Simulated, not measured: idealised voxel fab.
process module | voxel self aligned vias
cross-section cut | 280 nm wide | cells 5 nm
A cross-section is a grid of square cells, given in bands from the top down. A band is one or more rows of cells.
Each band's line starts with the height of the band's top and of its bottom, in nm. Then come its materials from left to right, each with its width in nm. One material with "throughout" fills the band from edge to edge. "air" is empty space.
Height 0 is the level under which the wafer as received is all one material. The lowest band goes on downwards, as in "0 down".
A width such as "30 to 40" changes by the same amount from each row of cells to the next, from the band's top row to its bottom row.
"no change" after a step means that no cell of the cross-section changed.
closed voids: empty space of 8 cells or more with no open way to the top, each as width x height at its distance from the left edge, in nm
after a step's settings: what the simulator itself notes on the step
overlay nm, on a step with a mask: how far to the right of its planned place the mask lay; to the left if negative
Each pair below shows a cross-section before one step and the cross-section after it, down to the lowest band that changed. The line under each pair gives the step between them, with its settings. The pairs can come from different runs of this module on the same starting wafer, so a pair continues from the pair above only where its "before" says so.
before
  0 down: Si throughout
  closed voids: none
after
  10 to 0: SiO2 throughout
  below 0: unchanged
  closed voids: none
the step between: op CONFORMAL_DEP | material SiO2 | thk nm 10
before: the cross-section after the pair above
after
  15 to 10: SiCN throughout
  below 10: unchanged
  closed voids: none
the step between: op CONFORMAL_DEP | material SiCN | thk nm 5
before: the cross-section after the pair above
after
  45 to 15: SiO2 throughout
  below 15: unchanged
  closed voids: none
the step between: op DIRECTIONAL_DEP | material SiO2 | thk nm 30
before: the cross-section after the pair above
after
  45 to 15: SiO2 90 | air 30 | SiO2 40 | air 30 | SiO2 90
  below 15: unchanged
  closed voids: none
the step between: op MASKED_ETCH | tone open | mask id LINES | width nm 30 | pitch nm 70 | etch materials SiO2 | depth nm 30 | overlay nm 0
before: the cross-section after the pair above
after
  50 to 45: TiN 95 | air 20 | TiN 50 | air 20 | TiN 95
  45 to 20: SiO2 90 | TiN 5 | air 20 | TiN 5 | SiO2 40 | TiN 5 | air 20 | TiN 5 | SiO2 90
  20 to 15: SiO2 90 | TiN 30 | SiO2 40 | TiN 30 | SiO2 90
  below 15: unchanged
  closed voids: none
the step between: op CONFORMAL_DEP | material TiN | thk nm 5
before: the cross-section after the pair above
after
  60 to 50: Ru throughout
  50 to 45: TiN 95 | Ru 20 | TiN 50 | Ru 20 | TiN 95
  45 to 20: SiO2 90 | TiN 5 | Ru 20 | TiN 5 | SiO2 40 | TiN 5 | Ru 20 | TiN 5 | SiO2 90
  below 20: unchanged
  closed voids: none
the step between: op FILL_DEP | material Ru | thk nm 10
before: the cross-section after the pair above
after
  45 to 20: SiO2 90 | TiN 5 | Ru 20 | TiN 5 | SiO2 40 | TiN 5 | Ru 20 | TiN 5 | SiO2 90
  below 20: unchanged
  closed voids: none
the step between: op CMP | height nm 45
before: the cross-section after the pair above
after
  45 to 40: SiO2 90 | air 30 | SiO2 40 | air 30 | SiO2 90
  below 40: unchanged
  closed voids: none
the step between: op SELECTIVE_ETCH | etch materials W Ru TiN | depth nm 5
before: the cross-section after the pair above
after
  50 to 45: SiN throughout
  45 to 40: SiO2 90 | SiN 30 | SiO2 40 | SiN 30 | SiO2 90
  below 40: unchanged
  closed voids: none
the step between: op FILL_DEP | material SiN | thk nm 5
before: the cross-section after the pair above
after
  45 to 40: SiO2 90 | SiN 30 | SiO2 40 | SiN 30 | SiO2 90
  below 40: unchanged
  closed voids: none
the step between: op CMP | height nm 45
before: the cross-section after the pair above
after
  65 to 45: SiO2 throughout
  below 45: unchanged
  closed voids: none
the step between: op DIRECTIONAL_DEP | material SiO2 | thk nm 20
before: the cross-section after the pair above
after
  65 to 45: SiO2 80 | air 50 | SiO2 150
  below 45: unchanged
  closed voids: none
the step between: op MASKED_ETCH | tone open | mask id VIAS | width nm 50 | etch materials SiO2 | depth nm 20 | overlay nm 0
before: the cross-section after the pair above
after
  65 to 45: SiO2 80 | air 50 | SiO2 150
  45 to 40: SiO2 90 | air 30 | SiO2 40 | SiN 30 | SiO2 90
  below 40: unchanged
  closed voids: none
the step between: op MASKED_ETCH | tone open | mask id VIAS | width nm 50 | etch materials SiN | depth nm 5 | overlay nm 0
before: the cross-section after the pair above
after
  70 to 65: TiN 85 | air 40 | TiN 155
  65 to 50: SiO2 80 | TiN 5 | air 40 | TiN 5 | SiO2 150
  50 to 45: SiO2 80 | TiN 15 | air 20 | TiN 15 | SiO2 150
  45 to 40: SiO2 90 | TiN 30 | SiO2 40 | SiN 30 | SiO2 90
  below 40: unchanged
  closed voids: none
the step between: op CONFORMAL_DEP | material TiN | thk nm 5
before: the cross-section after the pair above
after
  80 to 70: W throughout
  70 to 65: TiN 85 | W 40 | TiN 155
  65 to 50: SiO2 80 | TiN 5 | W 40 | TiN 5 | SiO2 150
  50 to 45: SiO2 80 | TiN 15 | W 20 | TiN 15 | SiO2 150
  below 45: unchanged
  closed voids: none
the step between: op FILL_DEP | material W | thk nm 10
before: the cross-section after the pair above
after
  65 to 50: SiO2 80 | TiN 5 | W 40 | TiN 5 | SiO2 150
  below 50: unchanged
  closed voids: none
the step between: op CMP | height nm 65
before: the cross-section after the pair above
after
  70 to 65: SiCN throughout
  below 65: unchanged
  closed voids: none
the step between: op CONFORMAL_DEP | material SiCN | thk nm 5
before
  80 to 70: W throughout
  70 to 65: TiN 85 | W 40 | TiN 155
  65 to 50: SiO2 80 | TiN 5 | W 40 | TiN 5 | SiO2 150
  50 to 45: SiO2 80 | TiN 15 | W 20 | TiN 15 | SiO2 150
  45 to 40: SiO2 90 | TiN 30 | SiO2 40 | SiN 30 | SiO2 90
  40 to 20: SiO2 90 | TiN 5 | Ru 20 | TiN 5 | SiO2 40 | TiN 5 | Ru 20 | TiN 5 | SiO2 90
  20 to 15: SiO2 90 | TiN 30 | SiO2 40 | TiN 30 | SiO2 90
  15 to 10: SiCN throughout
  10 to 0: SiO2 throughout
  0 down: Si throughout
  closed voids: none
after
  85 to 80: SiCN throughout
  below 80: unchanged
  closed voids: none
the step between: op CONFORMAL_DEP | material SiCN | thk nm 5
before
  65 to 45: SiO2 80 | air 50 | SiO2 150
  45 to 40: SiO2 90 | SiN 30 | SiO2 40 | SiN 30 | SiO2 90
  40 to 20: SiO2 90 | TiN 5 | Ru 20 | TiN 5 | SiO2 40 | TiN 5 | Ru 20 | TiN 5 | SiO2 90
  20 to 15: SiO2 90 | TiN 30 | SiO2 40 | TiN 30 | SiO2 90
  15 to 10: SiCN throughout
  10 to 0: SiO2 throughout
  0 down: Si throughout
  closed voids: none
after
  65 to 45: SiO2 80 | air 50 | SiO2 150
  45 to 40: SiO2 80 | air 10 | SiN 30 | air 10 | SiO2 30 | SiN 30 | SiO2 90
  40 to 25: SiO2 80 | air 10 | TiN 5 | Ru 20 | TiN 5 | air 10 | SiO2 30 | TiN 5 | Ru 20 | TiN 5 | SiO2 90
  below 25: unchanged
  closed voids: none
the step between: op MASKED_ETCH | tone open | mask id VIAS | width nm 50 | etch materials SiO2 | depth nm 20 | overlay nm 0
before: the cross-section after the pair above
after
  65 to 45: SiO2 80 | air 50 | SiO2 150
  45 to 40: SiO2 80 | air 50 | SiO2 30 | SiN 30 | SiO2 90
  below 40: unchanged
  closed voids: none
the step between: op MASKED_ETCH | tone open | mask id VIAS | width nm 50 | etch materials SiN | depth nm 5 | overlay nm 0
before: the cross-section after the pair above
after
  70 to 65: TiN 85 | air 40 | TiN 155
  65 to 45: SiO2 80 | TiN 5 | air 40 | TiN 5 | SiO2 150
  45 to 40: SiO2 80 | TiN 50 | SiO2 30 | SiN 30 | SiO2 90
  40 to 25: SiO2 80 | TiN 15 | Ru 20 | TiN 15 | SiO2 30 | TiN 5 | Ru 20 | TiN 5 | SiO2 90
  below 25: unchanged
  closed voids: none
the step between: op CONFORMAL_DEP | material TiN | thk nm 5
before: the cross-section after the pair above
after
  80 to 70: W throughout
  70 to 65: TiN 85 | W 40 | TiN 155
  65 to 45: SiO2 80 | TiN 5 | W 40 | TiN 5 | SiO2 150
  below 45: unchanged
  closed voids: none
the step between: op FILL_DEP | material W | thk nm 10
before: the cross-section after the pair above
after
  65 to 45: SiO2 80 | TiN 5 | W 40 | TiN 5 | SiO2 150
  below 45: unchanged
  closed voids: none
the step between: op CMP | height nm 65
before: the cross-section after the pair above
after
  70 to 65: SiCN throughout
  below 65: unchanged
  closed voids: none
the step between: op CONFORMAL_DEP | material SiCN | thk nm 5
before
  0 down: Si throughout
  closed voids: none
after
  5 to 0: SiCN throughout
  below 0: unchanged
  closed voids: none
the step between: op CONFORMAL_DEP | material SiCN | thk nm 5
before: the cross-section after the pair above
after
  15 to 5: SiO2 throughout
  below 5: unchanged
  closed voids: none
the step between: op CONFORMAL_DEP | material SiO2 | thk nm 10
before: the cross-section after the pair above
after
  45 to 5: SiO2 throughout
  below 5: unchanged
  closed voids: none
the step between: op DIRECTIONAL_DEP | material SiO2 | thk nm 30
before: the cross-section after the pair above
after
  45 to 15: SiO2 90 | air 30 | SiO2 40 | air 30 | SiO2 90
  below 15: unchanged
  closed voids: none
the step between: op MASKED_ETCH | tone open | mask id LINES | width nm 30 | pitch nm 70 | etch materials SiO2 | depth nm 30 | overlay nm 0
before: the cross-section after the pair above
after
  50 to 45: TiN 95 | air 20 | TiN 50 | air 20 | TiN 95
  45 to 20: SiO2 90 | TiN 5 | air 20 | TiN 5 | SiO2 40 | TiN 5 | air 20 | TiN 5 | SiO2 90
  20 to 15: SiO2 90 | TiN 30 | SiO2 40 | TiN 30 | SiO2 90
  below 15: unchanged
  closed voids: none
the step between: op CONFORMAL_DEP | material TiN | thk nm 5
before: the cross-section after the pair above
after
  60 to 50: Ru throughout
  50 to 45: TiN 95 | Ru 20 | TiN 50 | Ru 20 | TiN 95
  45 to 20: SiO2 90 | TiN 5 | Ru 20 | TiN 5 | SiO2 40 | TiN 5 | Ru 20 | TiN 5 | SiO2 90
  below 20: unchanged
  closed voids: none
the step between: op FILL_DEP | material Ru | thk nm 10
before: the cross-section after the pair above
after
  45 to 20: SiO2 90 | TiN 5 | Ru 20 | TiN 5 | SiO2 40 | TiN 5 | Ru 20 | TiN 5 | SiO2 90
  below 20: unchanged
  closed voids: none
the step between: op CMP | height nm 45
before: the cross-section after the pair above
after
  45 to 40: SiO2 90 | air 30 | SiO2 40 | air 30 | SiO2 90
  below 40: unchanged
  closed voids: none
the step between: op SELECTIVE_ETCH | etch materials W Ru TiN | depth nm 5
before: the cross-section after the pair above
after
  50 to 45: SiN throughout
  45 to 40: SiO2 90 | SiN 30 | SiO2 40 | SiN 30 | SiO2 90
  below 40: unchanged
  closed voids: none
the step between: op FILL_DEP | material SiN | thk nm 5
before: the cross-section after the pair above
after
  45 to 40: SiO2 90 | SiN 30 | SiO2 40 | SiN 30 | SiO2 90
  below 40: unchanged
  closed voids: none
the step between: op CMP | height nm 45
before: the cross-section after the pair above
after
  65 to 45: SiO2 throughout
  below 45: unchanged
  closed voids: none
the step between: op DIRECTIONAL_DEP | material SiO2 | thk nm 20
before: the cross-section after the pair above
after
  65 to 45: SiO2 80 | air 50 | SiO2 150
  below 45: unchanged
  closed voids: none
the step between: op MASKED_ETCH | tone open | mask id VIAS | width nm 50 | etch materials SiO2 | depth nm 20 | overlay nm 0
before: the cross-section after the pair above
after
  65 to 45: SiO2 80 | air 50 | SiO2 150
  45 to 40: SiO2 90 | air 30 | SiO2 40 | SiN 30 | SiO2 90
  below 40: unchanged
  closed voids: none
the step between: op MASKED_ETCH | tone open | mask id VIAS | width nm 50 | etch materials SiN | depth nm 5 | overlay nm 0
before: the cross-section after the pair above
after
  70 to 65: TiN 85 | air 40 | TiN 155
  65 to 50: SiO2 80 | TiN 5 | air 40 | TiN 5 | SiO2 150
  50 to 45: SiO2 80 | TiN 15 | air 20 | TiN 15 | SiO2 150
  45 to 40: SiO2 90 | TiN 30 | SiO2 40 | SiN 30 | SiO2 90
  below 40: unchanged
  closed voids: none
the step between: op CONFORMAL_DEP | material TiN | thk nm 5
before: the cross-section after the pair above
after
  80 to 70: W throughout
  70 to 65: TiN 85 | W 40 | TiN 155
  65 to 50: SiO2 80 | TiN 5 | W 40 | TiN 5 | SiO2 150
  50 to 45: SiO2 80 | TiN 15 | W 20 | TiN 15 | SiO2 150
  below 45: unchanged
  closed voids: none
the step between: op FILL_DEP | material W | thk nm 10
before: the cross-section after the pair above
after
  65 to 50: SiO2 80 | TiN 5 | W 40 | TiN 5 | SiO2 150
  below 50: unchanged
  closed voids: none
the step between: op CMP | height nm 65
before: the cross-section after the pair above
after
  70 to 65: SiCN throughout
  below 65: unchanged
  closed voids: none
the step between: op CONFORMAL_DEP | material SiCN | thk nm 5
before
  80 to 70: W throughout
  70 to 65: TiN 85 | W 40 | TiN 155
  65 to 50: SiO2 80 | TiN 5 | W 40 | TiN 5 | SiO2 150
  50 to 45: SiO2 80 | TiN 15 | W 20 | TiN 15 | SiO2 150
  45 to 40: SiO2 90 | TiN 30 | SiO2 40 | SiN 30 | SiO2 90
  40 to 20: SiO2 90 | TiN 5 | Ru 20 | TiN 5 | SiO2 40 | TiN 5 | Ru 20 | TiN 5 | SiO2 90
  20 to 15: SiO2 90 | TiN 30 | SiO2 40 | TiN 30 | SiO2 90
  15 to 10: SiCN throughout
  10 to 0: SiO2 throughout
  0 down: Si throughout
  closed voids: none
after
  70 to 65: TiN 85 | W 40 | TiN 155
  below 65: unchanged
  closed voids: none
the step between: op CMP | height nm 70
before: the cross-section after the pair above
after
  75 to 70: SiCN throughout
  below 70: unchanged
  closed voids: none
the step between: op CONFORMAL_DEP | material SiCN | thk nm 5
before
  65 to 45: SiO2 throughout
  45 to 40: SiO2 90 | SiN 30 | SiO2 40 | SiN 30 | SiO2 90
  40 to 20: SiO2 90 | TiN 5 | Ru 20 | TiN 5 | SiO2 40 | TiN 5 | Ru 20 | TiN 5 | SiO2 90
  20 to 15: SiO2 90 | TiN 30 | SiO2 40 | TiN 30 | SiO2 90
  15 to 10: SiCN throughout
  10 to 0: SiO2 throughout
  0 down: Si throughout
  closed voids: none
after
  65 to 45: SiO2 85 | air 40 | SiO2 155
  below 45: unchanged
  closed voids: none
the step between: op MASKED_ETCH | tone open | mask id VIAS | width nm 40 | etch materials SiO2 | depth nm 20 | overlay nm 0
before: the cross-section after the pair above
after
  65 to 45: SiO2 85 | air 40 | SiO2 155
  45 to 40: SiO2 90 | air 30 | SiO2 40 | SiN 30 | SiO2 90
  below 40: unchanged
  closed voids: none
the step between: op MASKED_ETCH | tone open | mask id VIAS | width nm 50 | etch materials SiN | depth nm 5 | overlay nm 0
before: the cross-section after the pair above
after
  70 to 65: TiN 90 | air 30 | TiN 160
  65 to 50: SiO2 85 | TiN 5 | air 30 | TiN 5 | SiO2 155
  50 to 45: SiO2 85 | TiN 10 | air 20 | TiN 10 | SiO2 155
  45 to 40: SiO2 90 | TiN 30 | SiO2 40 | SiN 30 | SiO2 90
  below 40: unchanged
  closed voids: none
the step between: op CONFORMAL_DEP | material TiN | thk nm 5
before: the cross-section after the pair above
after
  80 to 70: W throughout
  70 to 65: TiN 90 | W 30 | TiN 160
  65 to 50: SiO2 85 | TiN 5 | W 30 | TiN 5 | SiO2 155
  50 to 45: SiO2 85 | TiN 10 | W 20 | TiN 10 | SiO2 155
  below 45: unchanged
  closed voids: none
the step between: op FILL_DEP | material W | thk nm 10
before: the cross-section after the pair above
after
  65 to 50: SiO2 85 | TiN 5 | W 30 | TiN 5 | SiO2 155
  below 50: unchanged
  closed voids: none
the step between: op CMP | height nm 65
before: the cross-section after the pair above
after
  70 to 65: SiCN throughout
  below 65: unchanged
  closed voids: none
the step between: op CONFORMAL_DEP | material SiCN | thk nm 5
before
  45 to 15: SiO2 throughout
  15 to 10: SiCN throughout
  10 to 0: SiO2 throughout
  0 down: Si throughout
  closed voids: none
after
  45 to 15: SiO2 80 | air 30 | SiO2 40 | air 30 | SiO2 100
  below 15: unchanged
  closed voids: none
the step between: op MASKED_ETCH | tone open | mask id LINES | width nm 30 | pitch nm 70 | etch materials SiO2 | depth nm 30 | overlay nm -10
before: the cross-section after the pair above
after
  50 to 45: TiN 85 | air 20 | TiN 50 | air 20 | TiN 105
  45 to 20: SiO2 80 | TiN 5 | air 20 | TiN 5 | SiO2 40 | TiN 5 | air 20 | TiN 5 | SiO2 100
  20 to 15: SiO2 80 | TiN 30 | SiO2 40 | TiN 30 | SiO2 100
  below 15: unchanged
  closed voids: none
the step between: op CONFORMAL_DEP | material TiN | thk nm 5
before: the cross-section after the pair above
after
  60 to 50: Ru throughout
  50 to 45: TiN 85 | Ru 20 | TiN 50 | Ru 20 | TiN 105
  45 to 20: SiO2 80 | TiN 5 | Ru 20 | TiN 5 | SiO2 40 | TiN 5 | Ru 20 | TiN 5 | SiO2 100
  below 20: unchanged
  closed voids: none
the step between: op FILL_DEP | material Ru | thk nm 10
before: the cross-section after the pair above
after
  45 to 20: SiO2 80 | TiN 5 | Ru 20 | TiN 5 | SiO2 40 | TiN 5 | Ru 20 | TiN 5 | SiO2 100
  below 20: unchanged
  closed voids: none
the step between: op CMP | height nm 45
before: the cross-section after the pair above
after
  45 to 40: SiO2 80 | air 30 | SiO2 40 | air 30 | SiO2 100
  below 40: unchanged
  closed voids: none
the step between: op SELECTIVE_ETCH | etch materials W Ru TiN | depth nm 5
before: the cross-section after the pair above
after
  50 to 45: SiN throughout
  45 to 40: SiO2 80 | SiN 30 | SiO2 40 | SiN 30 | SiO2 100
  below 40: unchanged
  closed voids: none
the step between: op FILL_DEP | material SiN | thk nm 5
before: the cross-section after the pair above
after
  45 to 40: SiO2 80 | SiN 30 | SiO2 40 | SiN 30 | SiO2 100
  below 40: unchanged
  closed voids: none
the step between: op CMP | height nm 45
before: the cross-section after the pair above
after
  65 to 45: SiO2 throughout
  below 45: unchanged
  closed voids: none
the step between: op DIRECTIONAL_DEP | material SiO2 | thk nm 20
before: the cross-section after the pair above
after
  65 to 45: SiO2 80 | air 50 | SiO2 150
  below 45: unchanged
  closed voids: none
the step between: op MASKED_ETCH | tone open | mask id VIAS | width nm 50 | etch materials SiO2 | depth nm 20 | overlay nm 0
before: the cross-section after the pair above
after
  65 to 45: SiO2 80 | air 50 | SiO2 150
  45 to 40: SiO2 80 | air 30 | SiO2 40 | SiN 30 | SiO2 100
  below 40: unchanged
  closed voids: none
the step between: op MASKED_ETCH | tone open | mask id VIAS | width nm 50 | etch materials SiN | depth nm 5 | overlay nm 0
before: the cross-section after the pair above
after
  70 to 65: TiN 85 | air 40 | TiN 155
  65 to 50: SiO2 80 | TiN 5 | air 40 | TiN 5 | SiO2 150
  50 to 45: SiO2 80 | TiN 5 | air 20 | TiN 25 | SiO2 150
  45 to 40: SiO2 80 | TiN 30 | SiO2 40 | SiN 30 | SiO2 100
  below 40: unchanged
  closed voids: none
the step between: op CONFORMAL_DEP | material TiN | thk nm 5
before: the cross-section after the pair above
after
  80 to 70: W throughout
  70 to 65: TiN 85 | W 40 | TiN 155
  65 to 50: SiO2 80 | TiN 5 | W 40 | TiN 5 | SiO2 150
  50 to 45: SiO2 80 | TiN 5 | W 20 | TiN 25 | SiO2 150
  below 45: unchanged
  closed voids: none
the step between: op FILL_DEP | material W | thk nm 10
before: the cross-section after the pair above
after
  65 to 50: SiO2 80 | TiN 5 | W 40 | TiN 5 | SiO2 150
  below 50: unchanged
  closed voids: none
the step between: op CMP | height nm 65
before: the cross-section after the pair above
after
  70 to 65: SiCN throughout
  below 65: unchanged
  closed voids: none
the step between: op CONFORMAL_DEP | material SiCN | thk nm 5
before
  0 down: Si throughout
  closed voids: none
after
  10 to 0: Ru throughout
  below 0: unchanged
  closed voids: none
the step between: op CONFORMAL_DEP | material Ru | thk nm 10
before: the cross-section after the pair above
after
  15 to 10: SiCN throughout
  below 10: unchanged
  closed voids: none
the step between: op CONFORMAL_DEP | material SiCN | thk nm 5
before: the cross-section after the pair above
after
  45 to 15: SiO2 throughout
  below 15: unchanged
  closed voids: none
the step between: op DIRECTIONAL_DEP | material SiO2 | thk nm 30
before: the cross-section after the pair above
after
  45 to 15: SiO2 90 | air 30 | SiO2 40 | air 30 | SiO2 90
  below 15: unchanged
  closed voids: none
the step between: op MASKED_ETCH | tone open | mask id LINES | width nm 30 | pitch nm 70 | etch materials SiO2 | depth nm 30 | overlay nm 0
before: the cross-section after the pair above
after
  50 to 45: TiN 95 | air 20 | TiN 50 | air 20 | TiN 95
  45 to 20: SiO2 90 | TiN 5 | air 20 | TiN 5 | SiO2 40 | TiN 5 | air 20 | TiN 5 | SiO2 90
  20 to 15: SiO2 90 | TiN 30 | SiO2 40 | TiN 30 | SiO2 90
  below 15: unchanged
  closed voids: none
the step between: op CONFORMAL_DEP | material TiN | thk nm 5
before: the cross-section after the pair above
after
  60 to 50: Ru throughout
  50 to 45: TiN 95 | Ru 20 | TiN 50 | Ru 20 | TiN 95
  45 to 20: SiO2 90 | TiN 5 | Ru 20 | TiN 5 | SiO2 40 | TiN 5 | Ru 20 | TiN 5 | SiO2 90
  below 20: unchanged
  closed voids: none
the step between: op FILL_DEP | material Ru | thk nm 10
before: the cross-section after the pair above
after
  45 to 20: SiO2 90 | TiN 5 | Ru 20 | TiN 5 | SiO2 40 | TiN 5 | Ru 20 | TiN 5 | SiO2 90
  below 20: unchanged
  closed voids: none
the step between: op CMP | height nm 45
before: the cross-section after the pair above
after
  45 to 40: SiO2 90 | air 30 | SiO2 40 | air 30 | SiO2 90
  below 40: unchanged
  closed voids: none
the step between: op SELECTIVE_ETCH | etch materials W Ru TiN | depth nm 5
before: the cross-section after the pair above
after
  50 to 45: SiN throughout
  45 to 40: SiO2 90 | SiN 30 | SiO2 40 | SiN 30 | SiO2 90
  below 40: unchanged
  closed voids: none
the step between: op FILL_DEP | material SiN | thk nm 5
before: the cross-section after the pair above
after
  45 to 40: SiO2 90 | SiN 30 | SiO2 40 | SiN 30 | SiO2 90
  below 40: unchanged
  closed voids: none
the step between: op CMP | height nm 45
before: the cross-section after the pair above
after
  65 to 45: SiO2 throughout
  below 45: unchanged
  closed voids: none
the step between: op DIRECTIONAL_DEP | material SiO2 | thk nm 20
before: the cross-section after the pair above
after
  65 to 45: SiO2 80 | air 50 | SiO2 150
  below 45: unchanged
  closed voids: none
the step between: op MASKED_ETCH | tone open | mask id VIAS | width nm 50 | etch materials SiO2 | depth nm 20 | overlay nm 0
before: the cross-section after the pair above
after
  65 to 45: SiO2 80 | air 50 | SiO2 150
  45 to 40: SiO2 90 | air 30 | SiO2 40 | SiN 30 | SiO2 90
  below 40: unchanged
  closed voids: none
the step between: op MASKED_ETCH | tone open | mask id VIAS | width nm 50 | etch materials SiN | depth nm 5 | overlay nm 0
before: the cross-section after the pair above
after
  70 to 65: TiN 85 | air 40 | TiN 155
  65 to 50: SiO2 80 | TiN 5 | air 40 | TiN 5 | SiO2 150
  50 to 45: SiO2 80 | TiN 15 | air 20 | TiN 15 | SiO2 150
  45 to 40: SiO2 90 | TiN 30 | SiO2 40 | SiN 30 | SiO2 90
  below 40: unchanged
  closed voids: none
the step between: op CONFORMAL_DEP | material TiN | thk nm 5
before: the cross-section after the pair above
after
  80 to 70: W throughout
  70 to 65: TiN 85 | W 40 | TiN 155
  65 to 50: SiO2 80 | TiN 5 | W 40 | TiN 5 | SiO2 150
  50 to 45: SiO2 80 | TiN 15 | W 20 | TiN 15 | SiO2 150
  below 45: unchanged
  closed voids: none
the step between: op FILL_DEP | material W | thk nm 10
before: the cross-section after the pair above
after
  65 to 50: SiO2 80 | TiN 5 | W 40 | TiN 5 | SiO2 150
  below 50: unchanged
  closed voids: none
the step between: op CMP | height nm 65
before: the cross-section after the pair above
after
  70 to 65: SiCN throughout
  below 65: unchanged
  closed voids: none
the step between: op CONFORMAL_DEP | material SiCN | thk nm 5
before
  65 to 45: SiO2 throughout
  45 to 40: SiO2 90 | SiN 30 | SiO2 40 | SiN 30 | SiO2 90
  40 to 20: SiO2 90 | TiN 5 | Ru 20 | TiN 5 | SiO2 40 | TiN 5 | Ru 20 | TiN 5 | SiO2 90
  20 to 15: SiO2 90 | TiN 30 | SiO2 40 | TiN 30 | SiO2 90
  15 to 10: SiCN throughout
  10 to 0: SiO2 throughout
  0 down: Si throughout
  closed voids: none
after
  65 to 45: air 80 | SiO2 50 | air 150
  below 45: unchanged
  closed voids: none
the step between: op MASKED_ETCH | tone cover | mask id VIAS | width nm 50 | etch materials SiO2 | depth nm 20 | overlay nm 0
before: the cross-section after the pair above
after
  70 to 65: air 75 | TiN 60 | air 145
  65 to 50: air 75 | TiN 5 | SiO2 50 | TiN 5 | air 145
  50 to 45: TiN 80 | SiO2 50 | TiN 150
  below 45: unchanged
  closed voids: none
the step between: op CONFORMAL_DEP | material TiN | thk nm 5
before: the cross-section after the pair above
after
  80 to 70: W throughout
  70 to 65: W 75 | TiN 60 | W 145
  65 to 50: W 75 | TiN 5 | SiO2 50 | TiN 5 | W 145
  below 50: unchanged
  closed voids: none
the step between: op FILL_DEP | material W | thk nm 10
before: the cross-section after the pair above
after
  65 to 50: W 75 | TiN 5 | SiO2 50 | TiN 5 | W 145
  below 50: unchanged
  closed voids: none
the step between: op CMP | height nm 65
before: the cross-section after the pair above
after
  70 to 65: SiCN throughout
  below 65: unchanged
  closed voids: none
the step between: op CONFORMAL_DEP | material SiCN | thk nm 5
